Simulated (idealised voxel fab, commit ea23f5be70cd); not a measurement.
process module | voxel transistor to metal
cross-section cut | 160 nm wide | cells 5 nm
A cross-section is a grid of square cells, given in bands from the top down. A band is one or more rows of cells.
Each band's line starts with the height of the band's top and of its bottom, in nm. Then come its materials from left to right, each with its width in nm. One material with "throughout" fills the band from edge to edge. "air" is empty space.
Height 0 is the level under which the wafer as received is all one material. The lowest band goes on downwards, as in "0 down".
A width such as "30 to 40" changes by the same amount from each row of cells to the next, from the band's top row to its bottom row.
"no change" after a step means that no cell of the cross-section changed.
closed voids: empty space of 8 cells or more with no open way to the top, each as width x height at its distance from the left edge, in nm
after a step's settings: what the simulator itself notes on the step
overlay nm, on a step with a mask: how far to the right of its planned place the mask lay; to the left if negative
plan
1 op RECEIVE | material Si
2 op CONFORMAL_DEP | material SiO2 | thk nm 5
3 op CONFORMAL_DEP | material SiN | thk nm 10
4 op MASKED_ETCH | tone cover | mask id ACTIVE | width nm 100 | etch materials SiN | depth nm 10 | overlay nm 0
5 op MASKED_ETCH | tone cover | mask id ACTIVE | width nm 100 | etch materials SiO2 | depth nm 5 | overlay nm 0
6 op MASKED_ETCH | tone cover | mask id ACTIVE | width nm 100 | etch materials Si | depth nm 20 | overlay nm 0
7 op OXIDIZE | depth nm 5
8 op FILL_DEP | material SiO2 | thk nm 5
9 op CMP | height nm 15
10 op SELECTIVE_ETCH | etch materials SiO2 | depth nm 10
11 op STRIP | etch materials SiN
12 op SELECTIVE_ETCH | etch materials SiO2 | depth nm 5
13 op OXIDIZE | depth nm 5
14 op DIRECTIONAL_DEP | material polySi | thk nm 20
15 op DIRECTIONAL_DEP | material SiCN | thk nm 10
16 op DIRECTIONAL_DEP | material aC | thk nm 15
17 op PATTERN | tone cover | mask id GATE | material resist | width nm 30 | thk nm 30 | overlay nm 0
18 op DIRECTIONAL_ETCH | etch materials aC | depth nm 15
19 op STRIP | etch materials resist
20 op DIRECTIONAL_ETCH | etch materials SiCN | depth nm 20
21 op DIRECTIONAL_ETCH | etch materials polySi | depth nm 30
22 op STRIP | etch materials aC
23 op CONFORMAL_DEP | material SiO2 | thk nm 5
24 op DIRECTIONAL_ETCH | etch materials SiO2 | depth nm 5
25 op CONFORMAL_DEP | material SiN | thk nm 10
26 op DIRECTIONAL_ETCH | etch materials SiN | depth nm 10
27 op DIRECTIONAL_ETCH | etch materials SiO2 | depth nm 5
28 op DIRECTIONAL_ETCH | etch materials Si | depth nm 15
29 op EPI | material SiGe | thk nm 20
30 op FILL_DEP | material SiO2 | thk nm 5
31 op CMP | height nm 20
32 op STRIP | etch materials polySi
33 op SELECTIVE_ETCH | etch materials SiO2 | depth nm 5
34 op CONFORMAL_DEP | material HfO2 | thk nm 5
35 op CONFORMAL_DEP | material TiN | thk nm 5
36 op FILL_DEP | material W | thk nm 5
37 op CMP | height nm 15
38 op DIRECTIONAL_DEP | material SiO2 | thk nm 15
39 op MASKED_ETCH | tone open | mask id CONTACT | width nm 15 | pitch nm 75 | etch materials SiO2 | depth nm 15 | overlay nm 0
40 op CONFORMAL_DEP | material TiN | thk nm 5
41 op FILL_DEP | material Ru | thk nm 10
42 op CMP | height nm 30
43 op DIRECTIONAL_DEP | material TiN | thk nm 5
44 op DIRECTIONAL_DEP | material W | thk nm 15
45 op DIRECTIONAL_DEP | material aC | thk nm 15
46 op PATTERN | tone cover | mask id METAL_1 | material resist | width nm 15 | pitch nm 75 | thk nm 30 | overlay nm 0
47 op DIRECTIONAL_ETCH | etch materials aC | depth nm 15
48 op STRIP | etch materials resist
49 op DIRECTIONAL_ETCH | etch materials W | depth nm 15
50 op DIRECTIONAL_ETCH | etch materials TiN | depth nm 5
51 op STRIP | etch materials aC
52 op FILL_DEP | material lowk | thk nm 10
53 op CMP | height nm 50
54 op CONFORMAL_DEP | material SiN | thk nm 5
first wafer, as planned
as received, after step 1
  0 down: Si throughout
  closed voids: none
after step 2
  5 to 0: SiO2 throughout
  below 0: unchanged
after step 3
  15 to 5: SiN throughout
  below 5: unchanged
after step 4
  15 to 5: air 30 | SiN 100 | air 30
  below 5: unchanged
after step 5
  15 to 5: air 30 | SiN 100 | air 30
  5 to 0: air 30 | SiO2 100 | air 30
  below 0: unchanged
after step 6
  15 to 5: air 30 | SiN 100 | air 30
  5 to 0: air 30 | SiO2 100 | air 30
  0 to -20: air 30 | Si 100 | air 30
  below -20: unchanged
after step 7
  15 to 5: air 30 | SiN 100 | air 30
  5 to 0: air 30 | SiO2 100 | air 30
  0 to -20: air 30 | SiO2 5 | Si 90 | SiO2 5 | air 30
  -20 to -25: SiO2 35 | Si 90 | SiO2 35
  below -25: unchanged
after step 8
  20 to 15: SiO2 throughout
  15 to 5: SiO2 30 | SiN 100 | SiO2 30
  5 to 0: SiO2 throughout
  0 to -25: SiO2 35 | Si 90 | SiO2 35
  below -25: unchanged
after step 9
  15 to 5: SiO2 30 | SiN 100 | SiO2 30
  below 5: unchanged
after step 10
  15 to 5: air 30 | SiN 100 | air 30
  below 5: unchanged
after step 11
  5 to 0: SiO2 throughout
  below 0: unchanged
after step 12
  0 to -25: SiO2 35 | Si 90 | SiO2 35
  below -25: unchanged
after step 13
  0 to -5: SiO2 throughout
  below -5: unchanged
after step 14
  20 to 0: polySi throughout
  below 0: unchanged
after step 15
  30 to 20: SiCN throughout
  below 20: unchanged
after step 16
  45 to 30: aC throughout
  below 30: unchanged
after step 17
  75 to 45: air 65 | resist 30 | air 65
  below 45: unchanged
after step 18
  60 to 45: air 65 | resist 30 | air 65
  45 to 30: air 65 | aC 30 | air 65
  below 30: unchanged
after step 19
  45 to 30: air 65 | aC 30 | air 65
  below 30: unchanged
after step 20
  45 to 30: air 65 | aC 30 | air 65
  30 to 20: air 65 | SiCN 30 | air 65
  below 20: unchanged
after step 21
  45 to 30: air 65 | aC 30 | air 65
  30 to 20: air 65 | SiCN 30 | air 65
  20 to 0: air 65 | polySi 30 | air 65
  below 0: unchanged
after step 22
  30 to 20: air 65 | SiCN 30 | air 65
  below 20: unchanged
after step 23
  35 to 30: air 60 | SiO2 40 | air 60
  30 to 20: air 60 | SiO2 5 | SiCN 30 | SiO2 5 | air 60
  20 to 5: air 60 | SiO2 5 | polySi 30 | SiO2 5 | air 60
  5 to 0: SiO2 65 | polySi 30 | SiO2 65
  below 0: unchanged
after step 24
  30 to 20: air 60 | SiO2 5 | SiCN 30 | SiO2 5 | air 60
  20 to 0: air 60 | SiO2 5 | polySi 30 | SiO2 5 | air 60
  below 0: unchanged
after step 25
  40 to 30: air 50 | SiN 60 | air 50
  30 to 20: air 50 | SiN 10 | SiO2 5 | SiCN 30 | SiO2 5 | SiN 10 | air 50
  20 to 10: air 50 | SiN 10 | SiO2 5 | polySi 30 | SiO2 5 | SiN 10 | air 50
  10 to 0: SiN 60 | SiO2 5 | polySi 30 | SiO2 5 | SiN 60
  below 0: unchanged
after step 26
  30 to 20: air 50 | SiN 10 | SiO2 5 | SiCN 30 | SiO2 5 | SiN 10 | air 50
  20 to 0: air 50 | SiN 10 | SiO2 5 | polySi 30 | SiO2 5 | SiN 10 | air 50
  below 0: unchanged
after step 27
  30 to 25: air 50 | SiN 10 | air 5 | SiCN 30 | air 5 | SiN 10 | air 50
  25 to 20: air 50 | SiN 10 | SiO2 5 | SiCN 30 | SiO2 5 | SiN 10 | air 50
  20 to 0: air 50 | SiN 10 | SiO2 5 | polySi 30 | SiO2 5 | SiN 10 | air 50
  0 to -5: air 50 | SiO2 60 | air 50
  below -5: unchanged
after step 28
  30 to 25: air 50 | SiN 10 | air 5 | SiCN 30 | air 5 | SiN 10 | air 50
  25 to 20: air 50 | SiN 10 | SiO2 5 | SiCN 30 | SiO2 5 | SiN 10 | air 50
  20 to 0: air 50 | SiN 10 | SiO2 5 | polySi 30 | SiO2 5 | SiN 10 | air 50
  0 to -5: air 50 | SiO2 60 | air 50
  -5 to -20: SiO2 35 | air 15 | Si 60 | air 15 | SiO2 35
  below -20: unchanged
after step 29
  30 to 25: air 50 | SiN 10 | air 5 | SiCN 30 | air 5 | SiN 10 | air 50
  25 to 20: air 50 | SiN 10 | SiO2 5 | SiCN 30 | SiO2 5 | SiN 10 | air 50
  20 to 15: air 50 | SiN 10 | SiO2 5 | polySi 30 | SiO2 5 | SiN 10 | air 50
  15 to 0: air 30 | SiGe 20 | SiN 10 | SiO2 5 | polySi 30 | SiO2 5 | SiN 10 | SiGe 20 | air 30
  0 to -5: air 30 | SiGe 20 | SiO2 60 | SiGe 20 | air 30
  -5 to -20: SiO2 35 | SiGe 15 | Si 60 | SiGe 15 | SiO2 35
  below -20: unchanged
after step 30
  35 to 30: SiO2 throughout
  30 to 20: SiO2 50 | SiN 10 | SiO2 5 | SiCN 30 | SiO2 5 | SiN 10 | SiO2 50
  20 to 15: SiO2 50 | SiN 10 | SiO2 5 | polySi 30 | SiO2 5 | SiN 10 | SiO2 50
  15 to 0: SiO2 30 | SiGe 20 | SiN 10 | SiO2 5 | polySi 30 | SiO2 5 | SiN 10 | SiGe 20 | SiO2 30
  0 to -5: SiO2 30 | SiGe 20 | SiO2 60 | SiGe 20 | SiO2 30
  below -5: unchanged
after step 31
  20 to 15: SiO2 50 | SiN 10 | SiO2 5 | polySi 30 | SiO2 5 | SiN 10 | SiO2 50
  below 15: unchanged
after step 32
  20 to 15: SiO2 50 | SiN 10 | SiO2 5 | air 30 | SiO2 5 | SiN 10 | SiO2 50
  15 to 0: SiO2 30 | SiGe 20 | SiN 10 | SiO2 5 | air 30 | SiO2 5 | SiN 10 | SiGe 20 | SiO2 30
  below 0: unchanged
after step 33
  20 to 15: air 50 | SiN 10 | air 40 | SiN 10 | air 50
  15 to 0: SiO2 30 | SiGe 20 | SiN 10 | air 40 | SiN 10 | SiGe 20 | SiO2 30
  0 to -5: SiO2 30 | SiGe 20 | SiO2 10 | air 40 | SiO2 10 | SiGe 20 | SiO2 30
  below -5: unchanged
after step 34
  25 to 20: air 45 | HfO2 20 | air 30 | HfO2 20 | air 45
  20 to 15: HfO2 50 | SiN 10 | HfO2 5 | air 30 | HfO2 5 | SiN 10 | HfO2 50
  15 to 0: SiO2 30 | SiGe 20 | SiN 10 | HfO2 5 | air 30 | HfO2 5 | SiN 10 | SiGe 20 | SiO2 30
  0 to -5: SiO2 30 | SiGe 20 | SiO2 10 | HfO2 40 | SiO2 10 | SiGe 20 | SiO2 30
  below -5: unchanged
after step 35
  30 to 25: air 40 | TiN 30 | air 20 | TiN 30 | air 40
  25 to 20: TiN 45 | HfO2 20 | TiN 5 | air 20 | TiN 5 | HfO2 20 | TiN 45
  20 to 15: HfO2 50 | SiN 10 | HfO2 5 | TiN 5 | air 20 | TiN 5 | HfO2 5 | SiN 10 | HfO2 50
  15 to 5: SiO2 30 | SiGe 20 | SiN 10 | HfO2 5 | TiN 5 | air 20 | TiN 5 | HfO2 5 | SiN 10 | SiGe 20 | SiO2 30
  5 to 0: SiO2 30 | SiGe 20 | SiN 10 | HfO2 5 | TiN 30 | HfO2 5 | SiN 10 | SiGe 20 | SiO2 30
  below 0: unchanged
after step 36
  35 to 30: W throughout
  30 to 25: W 40 | TiN 30 | W 20 | TiN 30 | W 40
  25 to 20: TiN 45 | HfO2 20 | TiN 5 | W 20 | TiN 5 | HfO2 20 | TiN 45
  20 to 15: HfO2 50 | SiN 10 | HfO2 5 | TiN 5 | W 20 | TiN 5 | HfO2 5 | SiN 10 | HfO2 50
  15 to 5: SiO2 30 | SiGe 20 | SiN 10 | HfO2 5 | TiN 5 | W 20 | TiN 5 | HfO2 5 | SiN 10 | SiGe 20 | SiO2 30
  below 5: unchanged
after step 37
  15 to 5: SiO2 30 | SiGe 20 | SiN 10 | HfO2 5 | TiN 5 | W 20 | TiN 5 | HfO2 5 | SiN 10 | SiGe 20 | SiO2 30
  below 5: unchanged
after step 38
  30 to 15: SiO2 throughout
  below 15: unchanged
after step 39
  30 to 15: SiO2 35 | air 15 | SiO2 60 | air 15 | SiO2 35
  below 15: unchanged
after step 40
  35 to 30: TiN 40 | air 5 | TiN 70 | air 5 | TiN 40
  30 to 20: SiO2 35 | TiN 5 | air 5 | TiN 5 | SiO2 60 | TiN 5 | air 5 | TiN 5 | SiO2 35
  20 to 15: SiO2 35 | TiN 15 | SiO2 60 | TiN 15 | SiO2 35
  below 15: unchanged
after step 41
  45 to 35: Ru throughout
  35 to 30: TiN 40 | Ru 5 | TiN 70 | Ru 5 | TiN 40
  30 to 20: SiO2 35 | TiN 5 | Ru 5 | TiN 5 | SiO2 60 | TiN 5 | Ru 5 | TiN 5 | SiO2 35
  below 20: unchanged
after step 42
  30 to 20: SiO2 35 | TiN 5 | Ru 5 | TiN 5 | SiO2 60 | TiN 5 | Ru 5 | TiN 5 | SiO2 35
  below 20: unchanged
after step 43
  35 to 30: TiN throughout
  below 30: unchanged
after step 44
  50 to 35: W throughout
  below 35: unchanged
after step 45
  65 to 50: aC throughout
  below 50: unchanged
after step 46
  95 to 65: air 35 | resist 15 | air 60 | resist 15 | air 35
  below 65: unchanged
after step 47
  80 to 65: air 35 | resist 15 | air 60 | resist 15 | air 35
  65 to 50: air 35 | aC 15 | air 60 | aC 15 | air 35
  below 50: unchanged
after step 48
  65 to 50: air 35 | aC 15 | air 60 | aC 15 | air 35
  below 50: unchanged
after step 49
  65 to 50: air 35 | aC 15 | air 60 | aC 15 | air 35
  50 to 35: air 35 | W 15 | air 60 | W 15 | air 35
  below 35: unchanged
after step 50
  65 to 50: air 35 | aC 15 | air 60 | aC 15 | air 35
  50 to 35: air 35 | W 15 | air 60 | W 15 | air 35
  35 to 30: air 35 | TiN 15 | air 60 | TiN 15 | air 35
  below 30: unchanged
after step 51
  50 to 35: air 35 | W 15 | air 60 | W 15 | air 35
  below 35: unchanged
after step 52
  60 to 50: lowk throughout
  50 to 35: lowk 35 | W 15 | lowk 60 | W 15 | lowk 35
  35 to 30: lowk 35 | TiN 15 | lowk 60 | TiN 15 | lowk 35
  below 30: unchanged
after step 53
  50 to 35: lowk 35 | W 15 | lowk 60 | W 15 | lowk 35
  below 35: unchanged
after step 54
  55 to 50: SiN throughout
  below 50: unchanged
second wafer: like start, like plan, one mistake. Through step 34 it matches the first wafer
when step 35 should have ended
  30 to 25: air 40 | SiN 30 | air 20 | SiN 30 | air 40
  25 to 20: SiN 45 | HfO2 20 | SiN 5 | air 20 | SiN 5 | HfO2 20 | SiN 45
  20 to 15: HfO2 50 | SiN 10 | HfO2 5 | SiN 5 | air 20 | SiN 5 | HfO2 5 | SiN 10 | HfO2 50
  15 to 5: SiO2 30 | SiGe 20 | SiN 10 | HfO2 5 | SiN 5 | air 20 | SiN 5 | HfO2 5 | SiN 10 | SiGe 20 | SiO2 30
  5 to 0: SiO2 30 | SiGe 20 | SiN 10 | HfO2 5 | SiN 30 | HfO2 5 | SiN 10 | SiGe 20 | SiO2 30
  below 0: unchanged
when step 36 should have ended
  35 to 30: W throughout
  30 to 25: W 40 | SiN 30 | W 20 | SiN 30 | W 40
  25 to 20: SiN 45 | HfO2 20 | SiN 5 | W 20 | SiN 5 | HfO2 20 | SiN 45
  20 to 15: HfO2 50 | SiN 10 | HfO2 5 | SiN 5 | W 20 | SiN 5 | HfO2 5 | SiN 10 | HfO2 50
  15 to 5: SiO2 30 | SiGe 20 | SiN 10 | HfO2 5 | SiN 5 | W 20 | SiN 5 | HfO2 5 | SiN 10 | SiGe 20 | SiO2 30
  below 5: unchanged
when step 37 should have ended
  15 to 5: SiO2 30 | SiGe 20 | SiN 10 | HfO2 5 | SiN 5 | W 20 | SiN 5 | HfO2 5 | SiN 10 | SiGe 20 | SiO2 30
  below 5: unchanged
when step 38 should have ended
  30 to 15: SiO2 throughout
  below 15: unchanged
when step 39 should have ended
  30 to 15: SiO2 35 | air 15 | SiO2 60 | air 15 | SiO2 35
  below 15: unchanged
when step 40 should have ended
  35 to 30: TiN 40 | air 5 | TiN 70 | air 5 | TiN 40
  30 to 20: SiO2 35 | TiN 5 | air 5 | TiN 5 | SiO2 60 | TiN 5 | air 5 | TiN 5 | SiO2 35
  20 to 15: SiO2 35 | TiN 15 | SiO2 60 | TiN 15 | SiO2 35
  below 15: unchanged
when step 41 should have ended
  45 to 35: Ru throughout
  35 to 30: TiN 40 | Ru 5 | TiN 70 | Ru 5 | TiN 40
  30 to 20: SiO2 35 | TiN 5 | Ru 5 | TiN 5 | SiO2 60 | TiN 5 | Ru 5 | TiN 5 | SiO2 35
  below 20: unchanged
when step 42 should have ended
  30 to 20: SiO2 35 | TiN 5 | Ru 5 | TiN 5 | SiO2 60 | TiN 5 | Ru 5 | TiN 5 | SiO2 35
  below 20: unchanged
when step 43 should have ended
  35 to 30: TiN throughout
  below 30: unchanged
when step 44 should have ended
  50 to 35: W throughout
  below 35: unchanged
when step 45 should have ended
  65 to 50: aC throughout
  below 50: unchanged
when step 46 should have ended
  95 to 65: air 35 | resist 15 | air 60 | resist 15 | air 35
  below 65: unchanged
when step 47 should have ended
  80 to 65: air 35 | resist 15 | air 60 | resist 15 | air 35
  65 to 50: air 35 | aC 15 | air 60 | aC 15 | air 35
  below 50: unchanged
when step 48 should have ended
  65 to 50: air 35 | aC 15 | air 60 | aC 15 | air 35
  below 50: unchanged
when step 49 should have ended
  65 to 50: air 35 | aC 15 | air 60 | aC 15 | air 35
  50 to 35: air 35 | W 15 | air 60 | W 15 | air 35
  below 35: unchanged
when step 50 should have ended
  65 to 50: air 35 | aC 15 | air 60 | aC 15 | air 35
  50 to 35: air 35 | W 15 | air 60 | W 15 | air 35
  35 to 30: air 35 | TiN 15 | air 60 | TiN 15 | air 35
  below 30: unchanged
when step 51 should have ended
  50 to 35: air 35 | W 15 | air 60 | W 15 | air 35
  below 35: unchanged
when step 52 should have ended
  60 to 50: lowk throughout
  50 to 35: lowk 35 | W 15 | lowk 60 | W 15 | lowk 35
  35 to 30: lowk 35 | TiN 15 | lowk 60 | TiN 15 | lowk 35
  below 30: unchanged
when step 53 should have ended
  50 to 35: lowk 35 | W 15 | lowk 60 | W 15 | lowk 35
  below 35: unchanged
when step 54 should have ended
  55 to 50: SiN throughout
  below 50: unchanged
what went wrong: step 35 ran as: op CONFORMAL_DEP | material SiN | thk nm 5
at the end the second wafer has, in cells: 10 more of SiN | 10 fewer of TiN
